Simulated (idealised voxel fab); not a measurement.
Process module under the name voxel wiring stack
Xsec cut, 270 nm wide, square cell size 5 nm.
Cross-section, as written here: a square-cell grid given band by band from the top down, where a band holds one or more rows of cells. For a band, the entry starts with two heights in nm, that of the top and then that of the bottom, and carries on with the band's materials in order from left to right, each alongside its width in nm; the word "everywhere" beside a single material means it fills the band edge to edge, and "blank" means empty space. The level at which height equals 0 is the one under which the wafer, as it arrives, is entirely one material. No lower edge exists for the bottom band, which continues downward and is notated as in "z 0 and below". A width such as "30 to 40" changes by the same amount from each row of cells to the next, from the band's top row to its bottom row. What does "no alteration" mean for a step? It means no cell of the cross-section changed in that step. "Closed void listing" contains a list of empty spaces, each no smaller than 8 cells and without an open way to the top, written in the form width x height at distance with the distance from the left edge and all three in nm. On a step's line, text after the settings is the simulator commenting on that step. "overlay nm" answers the question of how far to the right of plan the mask lay on a step that has a mask, and when it is negative the answer is to the left.
The process steps that were planned are listed below:
1. RECEIVE: material Si
2. CONFORMAL_DEP: material SiO2, thk nm 15
3. CONFORMAL_DEP: material SiN, thk nm 5
4. DIRECTIONAL_DEP: material lowk, thk nm 25
5. DIRECTIONAL_DEP: material aC, thk nm 15
6. PATTERN: tone open, mask id METAL_1, material resist, width nm 30, pitch nm 50, thk nm 30, overlay nm 0
7. DIRECTIONAL_ETCH: etch materials aC, depth nm 15
8. STRIP: etch materials resist
9. DIRECTIONAL_ETCH: etch materials lowk, depth nm 25
10. DIRECTIONAL_ETCH: etch materials SiN, depth nm 5
11. STRIP: etch materials aC
12. CONFORMAL_DEP: material TiN, thk nm 5
13. FILL_DEP: material Cu, thk nm 10
14. CMP: height nm 45
15. CONFORMAL_DEP: material SiCN, thk nm 5
16. DIRECTIONAL_DEP: material SiO2, thk nm 15
17. DIRECTIONAL_DEP: material aC, thk nm 15
18. PATTERN: tone open, mask id PLUG_1, material resist, width nm 15, pitch nm 50, thk nm 30, overlay nm 0
19. DIRECTIONAL_ETCH: etch materials aC, depth nm 15
20. STRIP: etch materials resist
21. DIRECTIONAL_ETCH: etch materials SiO2, depth nm 15
22. DIRECTIONAL_ETCH: etch materials SiCN, depth nm 5
23. STRIP: etch materials aC
24. CONFORMAL_DEP: material TiN, thk nm 5
25. FILL_DEP: material W, thk nm 5
26. CMP: height nm 65
27. DIRECTIONAL_DEP: material TiN, thk nm 5
28. DIRECTIONAL_DEP: material Ru, thk nm 20
29. MASKED_ETCH: tone cover, mask id METAL_2, width nm 30, pitch nm 50, etch materials Ru, depth nm 20, overlay nm 0
30. MASKED_ETCH: tone cover, mask id METAL_2, width nm 30, pitch nm 50, etch materials TiN, depth nm 5, overlay nm 0
31. FILL_DEP: material lowk, thk nm 10
32. CMP: height nm 90
33. CONFORMAL_DEP: material SiCN, thk nm 5
34. DIRECTIONAL_DEP: material SiO2, thk nm 15
35. DIRECTIONAL_DEP: material aC, thk nm 15
36. PATTERN: tone open, mask id PLUG_2, material resist, width nm 15, thk nm 30, overlay nm 0
37. DIRECTIONAL_ETCH: etch materials aC, depth nm 15
38. STRIP: etch materials resist
39. DIRECTIONAL_ETCH: etch materials SiO2, depth nm 15
40. DIRECTIONAL_ETCH: etch materials SiCN, depth nm 5
41. STRIP: etch materials aC
42. CONFORMAL_DEP: material TiN, thk nm 5
43. FILL_DEP: material W, thk nm 5
44. CMP: height nm 110
45. DIRECTIONAL_DEP: material TiN, thk nm 5
46. DIRECTIONAL_DEP: material Ru, thk nm 15
47. PATTERN: tone cover, mask id METAL_3, material resist, width nm 30, pitch nm 50, thk nm 15, overlay nm 0
48. DIRECTIONAL_ETCH: etch materials Ru, depth nm 15
49. DIRECTIONAL_ETCH: etch materials TiN, depth nm 5
50. STRIP: etch materials resist
51. CONFORMAL_DEP: material SiCN, thk nm 5
52. FILL_DEP: material lowk, thk nm 10
53. CMP: height nm 130
54. CONFORMAL_DEP: material SiCN, thk nm 5
Cross-section, incoming material, after step 1:
> z 0 and below  Si everywhere
> Closed void listing: none
Cross-section: first of two wafers, module finished, run according to plan:
> z 135 to 130  SiCN everywhere
> z 130 to 115  lowk: 90; SiCN: 5; Ru: 30; SiCN: 5; lowk: 10; SiCN: 5; Ru: 30; SiCN: 5; lowk: 90
> z 115 to 110  SiCN: 95; TiN: 30; SiCN: 20; TiN: 30; SiCN: 95
> z 110 to 95  SiO2: 95; TiN: 5; W: 5; TiN: 5; SiO2: 160
> z 95 to 90  SiCN: 95; TiN: 15; SiCN: 160
> z 90 to 70  lowk: 95; Ru: 30; lowk: 20; Ru: 30; lowk: 95
> z 70 to 65  lowk: 95; TiN: 30; lowk: 20; TiN: 30; lowk: 95
> z 65 to 50  SiO2: 95; TiN: 5; W: 5; TiN: 5; SiO2: 35; TiN: 5; W: 5; TiN: 5; SiO2: 110
> z 50 to 45  SiCN: 95; TiN: 15; SiCN: 35; TiN: 15; SiCN: 110
> z 45 to 20  lowk: 95; TiN: 5; Cu: 20; TiN: 5; lowk: 20; TiN: 5; Cu: 20; TiN: 5; lowk: 95
> z 20 to 15  SiN: 95; TiN: 30; SiN: 20; TiN: 30; SiN: 95
> z 15 to 0  SiO2 everywhere
> z 0 and below  Si everywhere
> Closed void listing: none
End of module, second wafer, cross-section. Started like the first, planned like the first, run with one mistake:
> z 135 to 130  SiCN everywhere
> z 130 to 115  lowk: 90; SiCN: 5; Ru: 30; SiCN: 5; lowk: 10; SiCN: 5; Ru: 30; SiCN: 5; lowk: 90
> z 115 to 110  SiCN: 95; TiN: 30; SiCN: 20; TiN: 30; SiCN: 95
> z 110 to 95  SiO2: 95; TiN: 5; W: 5; TiN: 5; SiO2: 160
> z 95 to 90  SiCN: 95; TiN: 15; SiCN: 160
> z 90 to 70  lowk: 95; Ru: 30; lowk: 20; Ru: 30; lowk: 95
> z 70 to 65  lowk: 95; TiN: 30; lowk: 20; TiN: 30; lowk: 95
> z 65 to 50  SiO2: 95; TiN: 5; W: 10; TiN: 5; SiO2: 30; TiN: 5; W: 10; TiN: 5; SiO2: 105
> z 50 to 45  SiCN: 95; TiN: 20; SiCN: 30; TiN: 20; SiCN: 105
> z 45 to 20  lowk: 95; TiN: 5; Cu: 20; TiN: 5; lowk: 20; TiN: 5; Cu: 20; TiN: 5; lowk: 95
> z 20 to 15  SiN: 95; TiN: 30; SiN: 20; TiN: 30; SiN: 95
> z 15 to 0  SiO2 everywhere
> z 0 and below  Si everywhere
> Closed void listing: none
Which mistake was made when the wafer was run? step 18 ran as: PATTERN: tone open, mask id PLUG_1, material resist, width nm 20, pitch nm 50, thk nm 30, overlay nm 0
It is noted that, at the conclusion of processing, the second wafer exhibits a higher or lower cell count for certain materials relative to the first: -2 SiCN; -6 SiO2; +2 TiN; +6 W
